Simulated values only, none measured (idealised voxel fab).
Documented hereafter: the process module known as voxel lift off.
This is section cut - it's 165 nm across, gridded in 5 nm square cells.
Cross-section layout: square cells on a grid; listed as bands, top to bottom; a band spans one or more cell rows.
First you get the band's top height and its bottom height, in nm, and then the materials it's made of, left to right, with each width in nm. If you see a single material with "all across", that one covers the band edge to edge. "air" is empty space.
We count height from 0. Below that, the starting wafer is all one material. The lowest band never ends at the bottom but goes on down; see "z 0 and below" for how that is written.
Width "30 to 40": first value at the band's top row of cells, second value at its bottom row, equal change from row to row.
You'll sometimes find "nothing altered" written for a step, and that's the way of saying that nowhere in the cross-section did a cell change during that step.
Entry "Unvented internal voids" = empty spaces >= 8 cells with no open way to the top; each as width x height at distance, distance from left edge, all nm.
Formally, on a step line, whatever follows the settings is a remark that the simulator itself makes on the step.
overlay nm: mask right of planned place by this much (step with mask). Neg. = left.

# Listed below are the process steps as planned
1,RECEIVE,material Si
2,CONFORMAL_DEP,material Al2O3,thk nm 5
3,PATTERN,tone open,mask id LINES,material resist,width nm 15,pitch nm 45,thk nm 20,overlay nm 0
4,DIRECTIONAL_DEP,material Ru,thk nm 5
5,STRIP,etch materials resist
6,CONFORMAL_DEP,material SiCN,thk nm 5

# Step 1 complete: cross-section of the wafer as received
	z 0 and below = Si all across
	Unvented internal voids: none

# Here's the wafer cut in cross-section after the module, started and planned just like above, except one thing was done wrong in the run
	z 25 to 20 = air (35) | SiCN (90) | air (40)
	z 20 to 10 = SiCN all across
	z 10 to 5 = SiCN (50) | Ru (15) | SiCN (30) | Ru (15) | SiCN (55)
	z 5 to 0 = Al2O3 all across
	z 0 and below = Si all across
	Unvented internal voids: none
What went wrong in running the wafer? so step 6 ended up running with a different setting than we planned, it ran as CONFORMAL_DEP,material SiCN,thk nm 15
